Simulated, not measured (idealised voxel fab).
Proc. module: voxel wiring stack
Each square cell in cross-section cut measures 5 nm, and the section as a whole is 210 nm wide.
Format of a cross-section: grid, square cells. Given as bands. Order: top down. Band: one or more rows of cells. Basically the band line says how high the top is and how high the bottom is, in nm, and then what's in it from left to right, every material with its width in nm. Empty space shows up as "blank", and if a single material carries "edge to edge" it runs the full band edge to edge. The level at which height equals 0 is the one under which the wafer, as it arrives, is entirely one material. No lower edge exists for the bottom band, which continues downward and is notated as in "0 nm and below". The width entry "30 to 40" should be interpreted row by row: the top row of cells in the band takes the first number, the bottom row takes the second number, and the change between adjacent rows is uniform throughout. The designation "identical to before", where it is given for a processing step, indicates that no cell of the cross-section was altered in the course of that step. Tabulated closed voids: empty space of 8 cells or more with no open way to the top, each as width x height at its distance from the left edge, in nm. Heads up: the bit after the settings on a step's line is the simulator's remark on that step. The line of a step may include "overlay nm". On a step with a mask, this value is how far to the right of its planned place the mask lay. A negative value means the mask lay to the left.
These are the steps we planned for the process
1) RECEIVE (material Si)
2) CONFORMAL_DEP (material SiO2; thk nm 15)
3) DIRECTIONAL_DEP (material TiN; thk nm 5)
4) DIRECTIONAL_DEP (material W; thk nm 20)
5) MASKED_ETCH (tone cover; mask id METAL_1; width nm 20; pitch nm 35; etch materials W; depth nm 20; overlay nm 0)
6) MASKED_ETCH (tone cover; mask id METAL_1; width nm 20; pitch nm 35; etch materials TiN; depth nm 5; overlay nm 0)
7) CONFORMAL_DEP (material SiN; thk nm 5)
8) FILL_DEP (material SiO2; thk nm 5)
9) CMP (height nm 40)
10) CONFORMAL_DEP (material SiCN; thk nm 5)
11) DIRECTIONAL_DEP (material SiO2; thk nm 35)
12) MASKED_ETCH (tone open; mask id METAL_2; width nm 20; pitch nm 35; etch materials SiO2; depth nm 20; overlay nm 0)
13) MASKED_ETCH (tone open; mask id METAL_2_HOLES; width nm 15; etch materials SiO2; depth nm 15; overlay nm 0)
14) MASKED_ETCH (tone open; mask id METAL_2_HOLES; width nm 15; etch materials SiCN; depth nm 5; overlay nm 0)
15) CONFORMAL_DEP (material TiN; thk nm 5)
16) FILL_DEP (material Cu; thk nm 5)
17) CMP (height nm 80)
18) CONFORMAL_DEP (material SiCN; thk nm 5)
19) DIRECTIONAL_DEP (material SiO2; thk nm 10)
20) MASKED_ETCH (tone open; mask id PLUG_2; width nm 15; pitch nm 35; etch materials SiO2; depth nm 10; overlay nm 0)
21) MASKED_ETCH (tone open; mask id PLUG_2; width nm 15; pitch nm 35; etch materials SiCN; depth nm 5; overlay nm 0)
22) EPI (material Ru; thk nm 10)
23) EPI (material Ru; thk nm 5)
24) CONFORMAL_DEP (material SiN; thk nm 5)
25) DIRECTIONAL_DEP (material SiO2; thk nm 15)
26) PATTERN (tone open; mask id METAL_3; material resist; width nm 20; pitch nm 35; thk nm 20; overlay nm 0)
27) DIRECTIONAL_ETCH (etch materials SiO2; depth nm 15)
28) DIRECTIONAL_ETCH (etch materials SiN; depth nm 5)
29) STRIP (etch materials resist)
30) CONFORMAL_DEP (material TiN; thk nm 5)
31) FILL_DEP (material W; thk nm 10)
32) CMP (height nm 115)
33) CONFORMAL_DEP (material SiCN; thk nm 5)
34) DIRECTIONAL_DEP (material SiO2; thk nm 35)
35) PATTERN (tone open; mask id METAL_4; material resist; width nm 20; pitch nm 35; thk nm 20; overlay nm 0)
36) DIRECTIONAL_ETCH (etch materials SiO2; depth nm 20)
37) STRIP (etch materials resist)
38) DIRECTIONAL_DEP (material aC; thk nm 10)
39) PATTERN (tone open; mask id METAL_4_HOLES; material resist; width nm 15; pitch nm 35; thk nm 25; overlay nm 0)
40) DIRECTIONAL_ETCH (etch materials aC; depth nm 10)
41) STRIP (etch materials resist)
42) DIRECTIONAL_ETCH (etch materials SiO2; depth nm 15)
43) DIRECTIONAL_ETCH (etch materials SiCN; depth nm 5)
44) STRIP (etch materials aC)
45) CONFORMAL_DEP (material TiN; thk nm 5)
46) FILL_DEP (material Cu; thk nm 10)
47) CMP (height nm 155)
48) CONFORMAL_DEP (material SiCN; thk nm 5)
Incoming wafer, cross-sectional view, post step 1
- 0 nm and below: Si edge to edge
- Tabulated closed voids: none
First wafer of two, sectioned at end of module; run went per plan
- 160 nm to 155 nm: SiCN edge to edge
- 155 nm to 140 nm: 75 SiO2, 5 TiN, 10 Cu, 5 TiN, 15 SiO2, 5 TiN, 10 Cu, 5 TiN, 80 SiO2
- 140 nm to 135 nm: 75 SiO2, 5 TiN, 5 Cu, 10 TiN, 15 SiO2, 5 TiN, 5 Cu, 10 TiN, 80 SiO2
- 135 nm to 120 nm: 75 SiO2, 5 TiN, 5 Cu, 5 TiN, 20 SiO2, 5 TiN, 5 Cu, 5 TiN, 85 SiO2
- 120 nm to 115 nm: 75 SiCN, 15 TiN, 20 SiCN, 15 TiN, 85 SiCN
- 115 nm to 100 nm: 75 SiO2, 5 TiN, 10 W, 5 TiN, 15 SiO2, 5 TiN, 10 W, 5 TiN, 80 SiO2
- 100 nm to 95 nm: 75 SiN, 20 TiN, 15 SiN, 20 TiN, 80 SiN
- 95 nm to 85 nm: 75 SiO2, 15 Ru, 20 SiO2, 15 Ru, 85 SiO2
- 85 nm to 80 nm: 75 SiCN, 15 Ru, 20 SiCN, 15 Ru, 85 SiCN
- 80 nm to 65 nm: 75 SiO2, 5 TiN, 10 Cu, 5 TiN, 15 SiO2, 5 TiN, 10 Cu, 5 TiN, 80 SiO2
- 65 nm to 60 nm: 75 SiO2, 5 TiN, 5 Cu, 10 TiN, 15 SiO2, 20 TiN, 80 SiO2
- 60 nm to 45 nm: 75 SiO2, 5 TiN, 5 Cu, 5 TiN, 120 SiO2
- 45 nm to 40 nm: 75 SiCN, 15 TiN, 120 SiCN
- 40 nm to 20 nm: 70 SiO2, 5 SiN, 20 W, 5 SiN, 5 SiO2, 5 SiN, 20 W, 5 SiN, 75 SiO2
- 20 nm to 15 nm: 75 SiN, 20 TiN, 15 SiN, 20 TiN, 80 SiN
- 15 nm to 0 nm: SiO2 edge to edge
- 0 nm and below: Si edge to edge
- Tabulated closed voids: none
Cross-sectional view of the second of two wafers upon completion of the module. This wafer shared its starting condition and process plan with the first; one error was made during its execution
- 160 nm to 155 nm: SiCN edge to edge
- 155 nm to 140 nm: 75 SiO2, 5 TiN, 10 Cu, 5 TiN, 15 SiO2, 5 TiN, 10 Cu, 5 TiN, 80 SiO2
- 140 nm to 135 nm: 75 SiO2, 5 TiN, 5 Cu, 10 TiN, 15 SiO2, 5 TiN, 5 Cu, 10 TiN, 80 SiO2
- 135 nm to 120 nm: 75 SiO2, 5 TiN, 5 Cu, 5 TiN, 20 SiO2, 5 TiN, 5 Cu, 5 TiN, 85 SiO2
- 120 nm to 115 nm: 75 SiCN, 15 TiN, 20 SiCN, 15 TiN, 85 SiCN
- 115 nm to 100 nm: 75 SiO2, 5 TiN, 10 W, 5 TiN, 15 SiO2, 5 TiN, 10 W, 5 TiN, 80 SiO2
- 100 nm to 95 nm: 75 SiN, 20 TiN, 15 SiN, 20 TiN, 80 SiN
- 95 nm to 90 nm: 75 SiCN, 5 SiN, 5 TiN, 5 SiN, 20 SiCN, 5 SiN, 5 TiN, 5 SiN, 85 SiCN
- 90 nm to 80 nm: SiCN edge to edge
- 80 nm to 65 nm: 75 SiO2, 5 TiN, 10 Cu, 5 TiN, 15 SiO2, 5 TiN, 10 Cu, 5 TiN, 80 SiO2
- 65 nm to 60 nm: 75 SiO2, 5 TiN, 5 Cu, 10 TiN, 15 SiO2, 20 TiN, 80 SiO2
- 60 nm to 45 nm: 75 SiO2, 5 TiN, 5 Cu, 5 TiN, 120 SiO2
- 45 nm to 40 nm: 75 SiCN, 15 TiN, 120 SiCN
- 40 nm to 20 nm: 70 SiO2, 5 SiN, 20 W, 5 SiN, 5 SiO2, 5 SiN, 20 W, 5 SiN, 75 SiO2
- 20 nm to 15 nm: 75 SiN, 20 TiN, 15 SiN, 20 TiN, 80 SiN
- 15 nm to 0 nm: SiO2 edge to edge
- 0 nm and below: Si edge to edge
- Tabulated closed voids: none
What broke from the plan during processing? note that step 19 departed from the planned setting and was carried out as DIRECTIONAL_DEP (material SiCN; thk nm 10)
Heads up, by the end the second wafer has more or fewer cells of some materials compared to the first: Ru: 18 fewer | SiCN: 84 more | SiN: 4 more | SiO2: 72 fewer | TiN: 2 more
